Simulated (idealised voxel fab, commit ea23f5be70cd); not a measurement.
The process module that follows is named voxel released beams.
Xsec cut, 280 nm wide, square cell size 5 nm.
Each cross-section below is a grid of square cells, stated as bands in top-down order, with one or more rows of cells making up each band. Band: top height; bottom height; in nm. Then, left to right: material with width in nm, for each material. "everywhere": a single material spanning edge to edge. "air": empty space. Measure heights from 0. That's the level where, below it, the as-received wafer is all one material. The lowest band is bottomless and extends downward; write it as in "0 and below". Width "30->40": first value at the band's top row of cells, second value at its bottom row, equal change from row to row. Any step labelled "nothing got changed" changed none of the cells in the cross-section. So "Unvented internal voids" is basically the list of trapped voids: any empty space of 8 cells or more that can't reach the top through an opening. They're written width x height at distance, the distance being from the left edge, and it's all nm. What comes after the settings on a step's line is commentary from the simulator itself on that step. overlay nm: mask offset rightward from planned place, masked step; negative means leftward offset. How should the pairs below be read? Each gives the cross-section before one process step and the cross-section after it, the latter drawn only to the lowest band that changed; the step that lies between them, with its settings, appears under the pair. Does a pair pick up where the pair above left off? Only where its entry headed "Pre-process state" says so, since pairs can come from different runs of this module on the same starting wafer.
-- Pre-process state
> 0 and below: Si everywhere
> Unvented internal voids: none
-- Post-Process Section
> 10 down to 0: SiN everywhere
> Nothing below the height 0 has changed.
> Unvented internal voids: none
Step between the pre-process and post-process cross-sections given above: CONFORMAL_DEP, material SiN, thk nm 10
Pre-process state: For the state before this step, see the after cross-section of the pair located directly above.
-- Post-Process Section
> 25 down to 10: SiO2 everywhere
> Nothing below the height 10 has changed.
> Unvented internal voids: none
Step between the pre-process and post-process cross-sections given above: DIRECTIONAL_DEP, material SiO2, thk nm 15
Pre-process state: For the state before this step, see the after cross-section of the pair located directly above.
-- Post-Process Section
> 25 down to 10: 100 of SiO2, 30 of air, 150 of SiO2
> Nothing below the height 10 has changed.
> Unvented internal voids: none
Step between the pre-process and post-process cross-sections given above: MASKED_ETCH, tone open, mask id ANCHOR, width nm 30, etch materials SiO2, depth nm 15, overlay nm 0
Pre-process state: For the state before this step, see the after cross-section of the pair located directly above.
-- Post-Process Section
> 35 down to 25: 110 of W, 10 of air, 160 of W
> 25 down to 20: 100 of SiO2, 10 of W, 10 of air, 10 of W, 150 of SiO2
> 20 down to 10: 100 of SiO2, 30 of W, 150 of SiO2
> Nothing below the height 10 has changed.
> Unvented internal voids: none
Step between the pre-process and post-process cross-sections given above: CONFORMAL_DEP, material W, thk nm 10
Pre-process state: For the state before this step, see the after cross-section of the pair located directly above.
-- Post-Process Section
> 45 down to 35: 110 of aC, 10 of air, 160 of aC
> 35 down to 30: 110 of W, 10 of air, 160 of W
> 30 down to 25: 110 of W, 10 of aC, 160 of W
> 25 down to 20: 100 of SiO2, 10 of W, 10 of aC, 10 of W, 150 of SiO2
> Nothing below the height 20 has changed.
> Unvented internal voids: none
Step between the pre-process and post-process cross-sections given above: DIRECTIONAL_DEP, material aC, thk nm 10
Pre-process state: For the state before this step, see the after cross-section of the pair located directly above.
-- Post-Process Section
> 75 down to 45: 95 of air, 85 of resist, 100 of air
> 45 down to 35: 110 of aC, 10 of resist, 160 of aC
> 35 down to 30: 110 of W, 10 of resist, 160 of W
> Nothing below the height 30 has changed.
> Unvented internal voids: none
Step between the pre-process and post-process cross-sections given above: PATTERN, tone cover, mask id BEAM, material resist, width nm 85, thk nm 30, overlay nm 0
Pre-process state: For the state before this step, see the after cross-section of the pair located directly above.
-- Post-Process Section
> 65 down to 45: 95 of air, 85 of resist, 100 of air
> 45 down to 35: 95 of air, 15 of aC, 10 of resist, 60 of aC, 100 of air
> Nothing below the height 35 has changed.
> Unvented internal voids: none
Step between the pre-process and post-process cross-sections given above: DIRECTIONAL_ETCH, etch materials aC, depth nm 10
Pre-process state: For the state before this step, see the after cross-section of the pair located directly above.
-- Post-Process Section
> 45 down to 35: 95 of air, 15 of aC, 10 of air, 60 of aC, 100 of air
> 35 down to 30: 110 of W, 10 of air, 160 of W
> Nothing below the height 30 has changed.
> Unvented internal voids: none
Step between the pre-process and post-process cross-sections given above: STRIP, etch materials resist
Pre-process state: For the state before this step, see the after cross-section of the pair located directly above.
-- Post-Process Section
> 45 down to 35: 95 of air, 15 of aC, 10 of air, 60 of aC, 100 of air
> 35 down to 30: 95 of air, 15 of W, 10 of air, 60 of W, 100 of air
> 30 down to 25: 95 of air, 15 of W, 10 of aC, 60 of W, 100 of air
> Nothing below the height 25 has changed.
> Unvented internal voids: none
Step between the pre-process and post-process cross-sections given above: DIRECTIONAL_ETCH, etch materials W, depth nm 10
Pre-process state: For the state before this step, see the after cross-section of the pair located directly above.
-- Post-Process Section
> 35 down to 25: 95 of air, 15 of W, 10 of air, 60 of W, 100 of air
> 25 down to 20: 100 of SiO2, 10 of W, 10 of air, 10 of W, 150 of SiO2
> Nothing below the height 20 has changed.
> Unvented internal voids: none
Step between the pre-process and post-process cross-sections given above: STRIP, etch materials aC
Pre-process state: For the state before this step, see the after cross-section of the pair located directly above.
-- Post-Process Section
> 35 down to 25: 95 of air, 15 of W, 10 of air, 60 of W, 100 of air
> 25 down to 20: 100 of air, 10 of W, 10 of air, 10 of W, 150 of air
> 20 down to 10: 100 of air, 30 of W, 150 of air
> Nothing below the height 10 has changed.
> Unvented internal voids: none
Step between the pre-process and post-process cross-sections given above: STRIP, etch materials SiO2
-- Pre-process state
> 0 and below: Si everywhere
> Unvented internal voids: none
-- Post-Process Section
> 15 down to 0: SiO2 everywhere
> Nothing below the height 0 has changed.
> Unvented internal voids: none
Step between the pre-process and post-process cross-sections given above: DIRECTIONAL_DEP, material SiO2, thk nm 15
Pre-process state: For the state before this step, see the after cross-section of the pair located directly above.
-- Post-Process Section
> 15 down to 0: 100 of SiO2, 30 of air, 150 of SiO2
> Nothing below the height 0 has changed.
> Unvented internal voids: none
Step between the pre-process and post-process cross-sections given above: MASKED_ETCH, tone open, mask id ANCHOR, width nm 30, etch materials SiO2, depth nm 15, overlay nm 0
Pre-process state: For the state before this step, see the after cross-section of the pair located directly above.
-- Post-Process Section
> 25 down to 15: 110 of W, 10 of air, 160 of W
> 15 down to 10: 100 of SiO2, 10 of W, 10 of air, 10 of W, 150 of SiO2
> 10 down to 0: 100 of SiO2, 30 of W, 150 of SiO2
> Nothing below the height 0 has changed.
> Unvented internal voids: none
Step between the pre-process and post-process cross-sections given above: CONFORMAL_DEP, material W, thk nm 10
Pre-process state: For the state before this step, see the after cross-section of the pair located directly above.
-- Post-Process Section
> 35 down to 25: 110 of aC, 10 of air, 160 of aC
> 25 down to 20: 110 of W, 10 of air, 160 of W
> 20 down to 15: 110 of W, 10 of aC, 160 of W
> 15 down to 10: 100 of SiO2, 10 of W, 10 of aC, 10 of W, 150 of SiO2
> Nothing below the height 10 has changed.
> Unvented internal voids: none
Step between the pre-process and post-process cross-sections given above: DIRECTIONAL_DEP, material aC, thk nm 10
Pre-process state: For the state before this step, see the after cross-section of the pair located directly above.
-- Post-Process Section
> 65 down to 35: 95 of air, 85 of resist, 100 of air
> 35 down to 25: 110 of aC, 10 of resist, 160 of aC
> 25 down to 20: 110 of W, 10 of resist, 160 of W
> Nothing below the height 20 has changed.
> Unvented internal voids: none
Step between the pre-process and post-process cross-sections given above: PATTERN, tone cover, mask id BEAM, material resist, width nm 85, thk nm 30, overlay nm 0
Pre-process state: For the state before this step, see the after cross-section of the pair located directly above.
-- Post-Process Section
> 55 down to 35: 95 of air, 85 of resist, 100 of air
> 35 down to 25: 95 of air, 15 of aC, 10 of resist, 60 of aC, 100 of air
> Nothing below the height 25 has changed.
> Unvented internal voids: none
Step between the pre-process and post-process cross-sections given above: DIRECTIONAL_ETCH, etch materials aC, depth nm 10
Pre-process state: For the state before this step, see the after cross-section of the pair located directly above.
-- Post-Process Section
> 35 down to 25: 95 of air, 15 of aC, 10 of air, 60 of aC, 100 of air
> 25 down to 20: 110 of W, 10 of air, 160 of W
> Nothing below the height 20 has changed.
> Unvented internal voids: none
Step between the pre-process and post-process cross-sections given above: STRIP, etch materials resist
Pre-process state: For the state before this step, see the after cross-section of the pair located directly above.
-- Post-Process Section
> 35 down to 25: 95 of air, 15 of aC, 10 of air, 60 of aC, 100 of air
> 25 down to 20: 95 of air, 15 of W, 10 of air, 60 of W, 100 of air
> 20 down to 15: 95 of air, 15 of W, 10 of aC, 60 of W, 100 of air
> Nothing below the height 15 has changed.
> Unvented internal voids: none
Step between the pre-process and post-process cross-sections given above: DIRECTIONAL_ETCH, etch materials W, depth nm 10
Pre-process state: For the state before this step, see the after cross-section of the pair located directly above.
-- Post-Process Section
> 25 down to 15: 95 of air, 15 of W, 10 of air, 60 of W, 100 of air
> 15 down to 10: 100 of SiO2, 10 of W, 10 of air, 10 of W, 150 of SiO2
> Nothing below the height 10 has changed.
> Unvented internal voids: none
Step between the pre-process and post-process cross-sections given above: STRIP, etch materials aC
Pre-process state: For the state before this step, see the after cross-section of the pair located directly above.
-- Post-Process Section
> 25 down to 15: 95 of air, 15 of W, 10 of air, 60 of W, 100 of air
> 15 down to 10: 100 of air, 10 of W, 10 of air, 10 of W, 150 of air
> 10 down to 0: 100 of air, 30 of W, 150 of air
> Nothing below the height 0 has changed.
> Unvented internal voids: none
Step between the pre-process and post-process cross-sections given above: STRIP, etch materials SiO2
-- Pre-process state
> 15 down to 0: SiO2 everywhere
> 0 and below: Si everywhere
> Unvented internal voids: none
-- Post-Process Section
> 25 down to 15: SiN everywhere
> Nothing below the height 15 has changed.
> Unvented internal voids: none
Step between the pre-process and post-process cross-sections given above: CONFORMAL_DEP, material SiN, thk nm 10
Pre-process state: For the state before this step, see the after cross-section of the pair located directly above.
-- Post-Process Section
> 35 down to 25: W everywhere
> Nothing below the height 25 has changed.
> Unvented internal voids: none
Step between the pre-process and post-process cross-sections given above: CONFORMAL_DEP, material W, thk nm 10
Pre-process state: For the state before this step, see the after cross-section of the pair located directly above.
-- Post-Process Section
> 45 down to 35: aC everywhere
> Nothing below the height 35 has changed.
> Unvented internal voids: none
Step between the pre-process and post-process cross-sections given above: DIRECTIONAL_DEP, material aC, thk nm 10
Pre-process state: For the state before this step, see the after cross-section of the pair located directly above.
-- Post-Process Section
> 75 down to 45: 95 of air, 85 of resist, 100 of air
> Nothing below the height 45 has changed.
> Unvented internal voids: none
Step between the pre-process and post-process cross-sections given above: PATTERN, tone cover, mask id BEAM, material resist, width nm 85, thk nm 30, overlay nm 0
Pre-process state: For the state before this step, see the after cross-section of the pair located directly above.
-- Post-Process Section
> 65 down to 45: 95 of air, 85 of resist, 100 of air
> 45 down to 35: 95 of air, 85 of aC, 100 of air
> Nothing below the height 35 has changed.
> Unvented internal voids: none
Step between the pre-process and post-process cross-sections given above: DIRECTIONAL_ETCH, etch materials aC, depth nm 10
Pre-process state: For the state before this step, see the after cross-section of the pair located directly above.
-- Post-Process Section
> 45 down to 35: 95 of air, 85 of aC, 100 of air
> Nothing below the height 35 has changed.
> Unvented internal voids: none
Step between the pre-process and post-process cross-sections given above: STRIP, etch materials resist
Pre-process state: For the state before this step, see the after cross-section of the pair located directly above.
-- Post-Process Section
> 45 down to 35: 95 of air, 85 of aC, 100 of air
> 35 down to 25: 95 of air, 85 of W, 100 of air
> Nothing below the height 25 has changed.
> Unvented internal voids: none
Step between the pre-process and post-process cross-sections given above: DIRECTIONAL_ETCH, etch materials W, depth nm 10
Pre-process state: For the state before this step, see the after cross-section of the pair located directly above.
-- Post-Process Section
> 35 down to 25: 95 of air, 85 of W, 100 of air
> Nothing below the height 25 has changed.
> Unvented internal voids: none
Step between the pre-process and post-process cross-sections given above: STRIP, etch materials aC
-- Pre-process state
> 10 down to 0: SiN everywhere
> 0 and below: Si everywhere
> Unvented internal voids: none
-- Post-Process Section
> 20 down to 10: SiO2 everywhere
> Nothing below the height 10 has changed.
> Unvented internal voids: none
Step between the pre-process and post-process cross-sections given above: DIRECTIONAL_DEP, material SiO2, thk nm 10
Pre-process state: For the state before this step, see the after cross-section of the pair located directly above.
-- Post-Process Section
> 20 down to 10: 100 of SiO2, 30 of air, 150 of SiO2
> Nothing below the height 10 has changed.
> Unvented internal voids: none
Step between the pre-process and post-process cross-sections given above: MASKED_ETCH, tone open, mask id ANCHOR, width nm 30, etch materials SiO2, depth nm 15, overlay nm 0
Pre-process state: For the state before this step, see the after cross-section of the pair located directly above.
-- Post-Process Section
> 30 down to 20: 110 of W, 10 of air, 160 of W
> 20 down to 10: 100 of SiO2, 30 of W, 150 of SiO2
> Nothing below the height 10 has changed.
> Unvented internal voids: none
Step between the pre-process and post-process cross-sections given above: CONFORMAL_DEP, material W, thk nm 10
Pre-process state: For the state before this step, see the after cross-section of the pair located directly above.
-- Post-Process Section
> 40 down to 30: 110 of aC, 10 of air, 160 of aC
> 30 down to 20: 110 of W, 10 of aC, 160 of W
> Nothing below the height 20 has changed.
> Unvented internal voids: none
Step between the pre-process and post-process cross-sections given above: DIRECTIONAL_DEP, material aC, thk nm 10
Pre-process state: For the state before this step, see the after cross-section of the pair located directly above.
-- Post-Process Section
> 70 down to 40: 95 of air, 85 of resist, 100 of air
> 40 down to 30: 110 of aC, 10 of resist, 160 of aC
> Nothing below the height 30 has changed.
> Unvented internal voids: none
Step between the pre-process and post-process cross-sections given above: PATTERN, tone cover, mask id BEAM, material resist, width nm 85, thk nm 30, overlay nm 0
Pre-process state: For the state before this step, see the after cross-section of the pair located directly above.
-- Post-Process Section
> 60 down to 40: 95 of air, 85 of resist, 100 of air
> 40 down to 30: 95 of air, 15 of aC, 10 of resist, 60 of aC, 100 of air
> Nothing below the height 30 has changed.
> Unvented internal voids: none
Step between the pre-process and post-process cross-sections given above: DIRECTIONAL_ETCH, etch materials aC, depth nm 10
Pre-process state: For the state before this step, see the after cross-section of the pair located directly above.
-- Post-Process Section
> 40 down to 30: 95 of air, 15 of aC, 10 of air, 60 of aC, 100 of air
> Nothing below the height 30 has changed.
> Unvented internal voids: none
Step between the pre-process and post-process cross-sections given above: STRIP, etch materials resist
Pre-process state: For the state before this step, see the after cross-section of the pair located directly above.
-- Post-Process Section
> 40 down to 30: 95 of air, 15 of aC, 10 of air, 60 of aC, 100 of air
> 30 down to 20: 95 of air, 15 of W, 10 of aC, 60 of W, 100 of air
> Nothing below the height 20 has changed.
> Unvented internal voids: none
Step between the pre-process and post-process cross-sections given above: DIRECTIONAL_ETCH, etch materials W, depth nm 10
Pre-process state: For the state before this step, see the after cross-section of the pair located directly above.
-- Post-Process Section
> 30 down to 20: 95 of air, 15 of W, 10 of air, 60 of W, 100 of air
> Nothing below the height 20 has changed.
> Unvented internal voids: none
Step between the pre-process and post-process cross-sections given above: STRIP, etch materials aC
Pre-process state: For the state before this step, see the after cross-section of the pair located directly above.
-- Post-Process Section
> 30 down to 20: 95 of air, 15 of W, 10 of air, 60 of W, 100 of air
> 20 down to 10: 100 of air, 30 of W, 150 of air
> Nothing below the height 10 has changed.
> Unvented internal voids: none
Step between the pre-process and post-process cross-sections given above: STRIP, etch materials SiO2
-- Pre-process state
> 45 down to 35: 110 of aC, 10 of air, 160 of aC
> 35 down to 30: 110 of W, 10 of air, 160 of W
> 30 down to 25: 110 of W, 10 of aC, 160 of W
> 25 down to 20: 100 of SiO2, 10 of W, 10 of aC, 10 of W, 150 of SiO2
> 20 down to 10: 100 of SiO2, 30 of W, 150 of SiO2
> 10 down to 0: SiN everywhere
> 0 and below: Si everywhere
> Unvented internal voids: none
-- Post-Process Section
> 75 down to 45: 95 of air, 90 of resist, 95 of air
> 45 down to 35: 110 of aC, 10 of resist, 160 of aC
> 35 down to 30: 110 of W, 10 of resist, 160 of W
> Nothing below the height 30 has changed.
> Unvented internal voids: none
Step between the pre-process and post-process cross-sections given above: PATTERN, tone cover, mask id BEAM, material resist, width nm 90, thk nm 30, overlay nm 0
Pre-process state: For the state before this step, see the after cross-section of the pair located directly above.
-- Post-Process Section
> 65 down to 45: 95 of air, 90 of resist, 95 of air
> 45 down to 35: 95 of air, 15 of aC, 10 of resist, 65 of aC, 95 of air
> Nothing below the height 35 has changed.
> Unvented internal voids: none
Step between the pre-process and post-process cross-sections given above: DIRECTIONAL_ETCH, etch materials aC, depth nm 10
Pre-process state: For the state before this step, see the after cross-section of the pair located directly above.
-- Post-Process Section
> 45 down to 35: 95 of air, 15 of aC, 10 of air, 65 of aC, 95 of air
> 35 down to 30: 110 of W, 10 of air, 160 of W
> Nothing below the height 30 has changed.
> Unvented internal voids: none
Step between the pre-process and post-process cross-sections given above: STRIP, etch materials resist
Pre-process state: For the state before this step, see the after cross-section of the pair located directly above.
-- Post-Process Section
> 45 down to 35: 95 of air, 15 of aC, 10 of air, 65 of aC, 95 of air
> 35 down to 30: 95 of air, 15 of W, 10 of air, 65 of W, 95 of air
> 30 down to 25: 95 of air, 15 of W, 10 of aC, 65 of W, 95 of air
> Nothing below the height 25 has changed.
> Unvented internal voids: none
Step between the pre-process and post-process cross-sections given above: DIRECTIONAL_ETCH, etch materials W, depth nm 10
Pre-process state: For the state before this step, see the after cross-section of the pair located directly above.
-- Post-Process Section
> 35 down to 25: 95 of air, 15 of W, 10 of air, 65 of W, 95 of air
> 25 down to 20: 100 of SiO2, 10 of W, 10 of air, 10 of W, 150 of SiO2
> Nothing below the height 20 has changed.
> Unvented internal voids: none
Step between the pre-process and post-process cross-sections given above: STRIP, etch materials aC
Pre-process state: For the state before this step, see the after cross-section of the pair located directly above.
-- Post-Process Section
> 35 down to 25: 95 of air, 15 of W, 10 of air, 65 of W, 95 of air
> 25 down to 20: 100 of air, 10 of W, 10 of air, 10 of W, 150 of air
> 20 down to 10: 100 of air, 30 of W, 150 of air
> Nothing below the height 10 has changed.
> Unvented internal voids: none
Step between the pre-process and post-process cross-sections given above: STRIP, etch materials SiO2
-- Pre-process state
> 25 down to 10: SiO2 everywhere
> 10 down to 0: SiN everywhere
> 0 and below: Si everywhere
> Unvented internal voids: none
-- Post-Process Section
> 25 down to 10: 90 of SiO2, 30 of air, 160 of SiO2
> Nothing below the height 10 has changed.
> Unvented internal voids: none
Step between the pre-process and post-process cross-sections given above: MASKED_ETCH, tone open, mask id ANCHOR, width nm 30, etch materials SiO2, depth nm 15, overlay nm -10
Pre-process state: For the state before this step, see the after cross-section of the pair located directly above.
-- Post-Process Section
> 35 down to 25: 100 of W, 10 of air, 170 of W
> 25 down to 20: 90 of SiO2, 10 of W, 10 of air, 10 of W, 160 of SiO2
> 20 down to 10: 90 of SiO2, 30 of W, 160 of SiO2
> Nothing below the height 10 has changed.
> Unvented internal voids: none
Step between the pre-process and post-process cross-sections given above: CONFORMAL_DEP, material W, thk nm 10
Pre-process state: For the state before this step, see the after cross-section of the pair located directly above.
-- Post-Process Section
> 45 down to 35: 100 of aC, 10 of air, 170 of aC
> 35 down to 30: 100 of W, 10 of air, 170 of W
> 30 down to 25: 100 of W, 10 of aC, 170 of W
> 25 down to 20: 90 of SiO2, 10 of W, 10 of aC, 10 of W, 160 of SiO2
> Nothing below the height 20 has changed.
> Unvented internal voids: none
Step between the pre-process and post-process cross-sections given above: DIRECTIONAL_DEP, material aC, thk nm 10
Pre-process state: For the state before this step, see the after cross-section of the pair located directly above.
-- Post-Process Section
> 75 down to 45: 95 of air, 85 of resist, 100 of air
> 45 down to 35: 100 of aC, 10 of resist, 170 of aC
> 35 down to 30: 100 of W, 10 of resist, 170 of W
> Nothing below the height 30 has changed.
> Unvented internal voids: none
Step between the pre-process and post-process cross-sections given above: PATTERN, tone cover, mask id BEAM, material resist, width nm 85, thk nm 30, overlay nm 0
Pre-process state: For the state before this step, see the after cross-section of the pair located directly above.
-- Post-Process Section
> 65 down to 45: 95 of air, 85 of resist, 100 of air
> 45 down to 35: 95 of air, 5 of aC, 10 of resist, 70 of aC, 100 of air
> Nothing below the height 35 has changed.
> Unvented internal voids: none
Step between the pre-process and post-process cross-sections given above: DIRECTIONAL_ETCH, etch materials aC, depth nm 10
Pre-process state: For the state before this step, see the after cross-section of the pair located directly above.
-- Post-Process Section
> 45 down to 35: 95 of air, 5 of aC, 10 of air, 70 of aC, 100 of air
> 35 down to 30: 100 of W, 10 of air, 170 of W
> Nothing below the height 30 has changed.
> Unvented internal voids: none
Step between the pre-process and post-process cross-sections given above: STRIP, etch materials resist
Pre-process state: For the state before this step, see the after cross-section of the pair located directly above.
-- Post-Process Section
> 45 down to 35: 95 of air, 5 of aC, 10 of air, 70 of aC, 100 of air
> 35 down to 30: 95 of air, 5 of W, 10 of air, 70 of W, 100 of air
> 30 down to 25: 95 of air, 5 of W, 10 of aC, 70 of W, 100 of air
> Nothing below the height 25 has changed.
> Unvented internal voids: none
Step between the pre-process and post-process cross-sections given above: DIRECTIONAL_ETCH, etch materials W, depth nm 10
Pre-process state: For the state before this step, see the after cross-section of the pair located directly above.
-- Post-Process Section
> 35 down to 25: 95 of air, 5 of W, 10 of air, 70 of W, 100 of air
> 25 down to 20: 90 of SiO2, 10 of W, 10 of air, 10 of W, 160 of SiO2
> Nothing below the height 20 has changed.
> Unvented internal voids: none
Step between the pre-process and post-process cross-sections given above: STRIP, etch materials aC
Pre-process state: For the state before this step, see the after cross-section of the pair located directly above.
-- Post-Process Section
> 35 down to 25: 95 of air, 5 of W, 10 of air, 70 of W, 100 of air
> 25 down to 20: 90 of air, 10 of W, 10 of air, 10 of W, 160 of air
> 20 down to 10: 90 of air, 30 of W, 160 of air
> Nothing below the height 10 has changed.
> Unvented internal voids: none
Step between the pre-process and post-process cross-sections given above: STRIP, etch materials SiO2
-- Pre-process state
> 0 and below: Si everywhere
> Unvented internal voids: none
-- Post-Process Section
> 10 down to 0: SiO2 everywhere
> Nothing below the height 0 has changed.
> Unvented internal voids: none
Step between the pre-process and post-process cross-sections given above: CONFORMAL_DEP, material SiO2, thk nm 10
Pre-process state: For the state before this step, see the after cross-section of the pair located directly above.
-- Post-Process Section
> 25 down to 0: SiO2 everywhere
> Nothing below the height 0 has changed.
> Unvented internal voids: none
Step between the pre-process and post-process cross-sections given above: DIRECTIONAL_DEP, material SiO2, thk nm 15
Pre-process state: For the state before this step, see the after cross-section of the pair located directly above.
-- Post-Process Section
> 25 down to 10: 100 of SiO2, 30 of air, 150 of SiO2
> Nothing below the height 10 has changed.
> Unvented internal voids: none
Step between the pre-process and post-process cross-sections given above: MASKED_ETCH, tone open, mask id ANCHOR, width nm 30, etch materials SiO2, depth nm 15, overlay nm 0
Pre-process state: For the state before this step, see the after cross-section of the pair located directly above.
-- Post-Process Section
> 35 down to 25: 110 of W, 10 of air, 160 of W
> 25 down to 20: 100 of SiO2, 10 of W, 10 of air, 10 of W, 150 of SiO2
> 20 down to 10: 100 of SiO2, 30 of W, 150 of SiO2
> Nothing below the height 10 has changed.
> Unvented internal voids: none
Step between the pre-process and post-process cross-sections given above: CONFORMAL_DEP, material W, thk nm 10
Pre-process state: For the state before this step, see the after cross-section of the pair located directly above.
-- Post-Process Section
> 45 down to 35: 110 of aC, 10 of air, 160 of aC
> 35 down to 30: 110 of W, 10 of air, 160 of W
> 30 down to 25: 110 of W, 10 of aC, 160 of W
> 25 down to 20: 100 of SiO2, 10 of W, 10 of aC, 10 of W, 150 of SiO2
> Nothing below the height 20 has changed.
> Unvented internal voids: none
Step between the pre-process and post-process cross-sections given above: DIRECTIONAL_DEP, material aC, thk nm 10
Pre-process state: For the state before this step, see the after cross-section of the pair located directly above.
-- Post-Process Section
> 75 down to 45: 95 of air, 85 of resist, 100 of air
> 45 down to 35: 110 of aC, 10 of resist, 160 of aC
> 35 down to 30: 110 of W, 10 of resist, 160 of W
> Nothing below the height 30 has changed.
> Unvented internal voids: none
Step between the pre-process and post-process cross-sections given above: PATTERN, tone cover, mask id BEAM, material resist, width nm 85, thk nm 30, overlay nm 0
Pre-process state: For the state before this step, see the after cross-section of the pair located directly above.
-- Post-Process Section
> 65 down to 45: 95 of air, 85 of resist, 100 of air
> 45 down to 35: 95 of air, 15 of aC, 10 of resist, 60 of aC, 100 of air
> Nothing below the height 35 has changed.
> Unvented internal voids: none
Step between the pre-process and post-process cross-sections given above: DIRECTIONAL_ETCH, etch materials aC, depth nm 10
Pre-process state: For the state before this step, see the after cross-section of the pair located directly above.
-- Post-Process Section
> 45 down to 35: 95 of air, 15 of aC, 10 of air, 60 of aC, 100 of air
> 35 down to 30: 110 of W, 10 of air, 160 of W
> Nothing below the height 30 has changed.
> Unvented internal voids: none
Step between the pre-process and post-process cross-sections given above: STRIP, etch materials resist
Pre-process state: For the state before this step, see the after cross-section of the pair located directly above.
-- Post-Process Section
> 45 down to 35: 95 of air, 15 of aC, 10 of air, 60 of aC, 100 of air
> 35 down to 30: 95 of air, 15 of W, 10 of air, 60 of W, 100 of air
> 30 down to 25: 95 of air, 15 of W, 10 of aC, 60 of W, 100 of air
> Nothing below the height 25 has changed.
> Unvented internal voids: none
Step between the pre-process and post-process cross-sections given above: DIRECTIONAL_ETCH, etch materials W, depth nm 10
Pre-process state: For the state before this step, see the after cross-section of the pair located directly above.
-- Post-Process Section
> 35 down to 25: 95 of air, 15 of W, 10 of air, 60 of W, 100 of air
> 25 down to 20: 100 of SiO2, 10 of W, 10 of air, 10 of W, 150 of SiO2
> Nothing below the height 20 has changed.
> Unvented internal voids: none
Step between the pre-process and post-process cross-sections given above: STRIP, etch materials aC
Pre-process state: For the state before this step, see the after cross-section of the pair located directly above.
-- Post-Process Section
> 0 and below: Si everywhere
> Unvented internal voids: none
Step between the pre-process and post-process cross-sections given above: STRIP, etch materials SiO2
-- Pre-process state
> 25 down to 10: SiO2 everywhere
> 10 down to 0: SiN everywhere
> 0 and below: Si everywhere
> Unvented internal voids: none
-- Post-Process Section
> 25 down to 10: 100 of air, 30 of SiO2, 150 of air
> Nothing below the height 10 has changed.
> Unvented internal voids: none
Step between the pre-process and post-process cross-sections given above: MASKED_ETCH, tone cover, mask id ANCHOR, width nm 30, etch materials SiO2, depth nm 15, overlay nm 0
Pre-process state: For the state before this step, see the after cross-section of the pair located directly above.
-- Post-Process Section
> 35 down to 25: 90 of air, 50 of W, 140 of air
> 25 down to 20: 90 of air, 10 of W, 30 of SiO2, 10 of W, 140 of air
> 20 down to 10: 100 of W, 30 of SiO2, 150 of W
> Nothing below the height 10 has changed.
> Unvented internal voids: none
Step between the pre-process and post-process cross-sections given above: CONFORMAL_DEP, material W, thk nm 10
Pre-process state: For the state before this step, see the after cross-section of the pair located directly above.
-- Post-Process Section
> 45 down to 35: 90 of air, 50 of aC, 140 of air
> 35 down to 30: 90 of air, 50 of W, 140 of air
> 30 down to 25: 90 of aC, 50 of W, 140 of aC
> 25 down to 20: 90 of aC, 10 of W, 30 of SiO2, 10 of W, 140 of aC
> Nothing below the height 20 has changed.
> Unvented internal voids: none
Step between the pre-process and post-process cross-sections given above: DIRECTIONAL_DEP, material aC, thk nm 10
Pre-process state: For the state before this step, see the after cross-section of the pair located directly above.
-- Post-Process Section
> 75 down to 45: 95 of air, 85 of resist, 100 of air
> 45 down to 35: 90 of air, 50 of aC, 40 of resist, 100 of air
> 35 down to 30: 90 of air, 50 of W, 40 of resist, 100 of air
> Nothing below the height 30 has changed.
> Unvented internal voids: none
Step between the pre-process and post-process cross-sections given above: PATTERN, tone cover, mask id BEAM, material resist, width nm 85, thk nm 30, overlay nm 0
Pre-process state: For the state before this step, see the after cross-section of the pair located directly above.
-- Post-Process Section
> 65 down to 45: 95 of air, 85 of resist, 100 of air
> 45 down to 35: 95 of air, 45 of aC, 40 of resist, 100 of air
> 35 down to 30: 90 of air, 50 of W, 40 of resist, 100 of air
> 30 down to 25: 90 of air, 50 of W, 40 of aC, 100 of air
> 25 down to 20: 90 of air, 10 of W, 30 of SiO2, 10 of W, 40 of aC, 100 of air
> Nothing below the height 20 has changed.
> Unvented internal voids: none
Step between the pre-process and post-process cross-sections given above: DIRECTIONAL_ETCH, etch materials aC, depth nm 10
Pre-process state: For the state before this step, see the after cross-section of the pair located directly above.
-- Post-Process Section
> 45 down to 35: 95 of air, 45 of aC, 140 of air
> 35 down to 30: 90 of air, 50 of W, 140 of air
> Nothing below the height 30 has changed.
> Unvented internal voids: none
Step between the pre-process and post-process cross-sections given above: STRIP, etch materials resist
Pre-process state: For the state before this step, see the after cross-section of the pair located directly above.
-- Post-Process Section
> 45 down to 35: 95 of air, 45 of aC, 140 of air
> 35 down to 30: 95 of air, 45 of W, 140 of air
> 30 down to 25: 95 of air, 45 of W, 40 of aC, 100 of air
> 25 down to 20: 90 of air, 10 of W, 30 of SiO2, 10 of W, 40 of aC, 100 of air
> 20 down to 10: 90 of air, 10 of W, 30 of SiO2, 50 of W, 100 of air
> Nothing below the height 10 has changed.
> Unvented internal voids: none
Step between the pre-process and post-process cross-sections given above: DIRECTIONAL_ETCH, etch materials W, depth nm 10
Pre-process state: For the state before this step, see the after cross-section of the pair located directly above.
-- Post-Process Section
> 35 down to 25: 95 of air, 45 of W, 140 of air
> 25 down to 20: 90 of air, 10 of W, 30 of SiO2, 10 of W, 140 of air
> Nothing below the height 20 has changed.
> Unvented internal voids: none
Step between the pre-process and post-process cross-sections given above: STRIP, etch materials aC
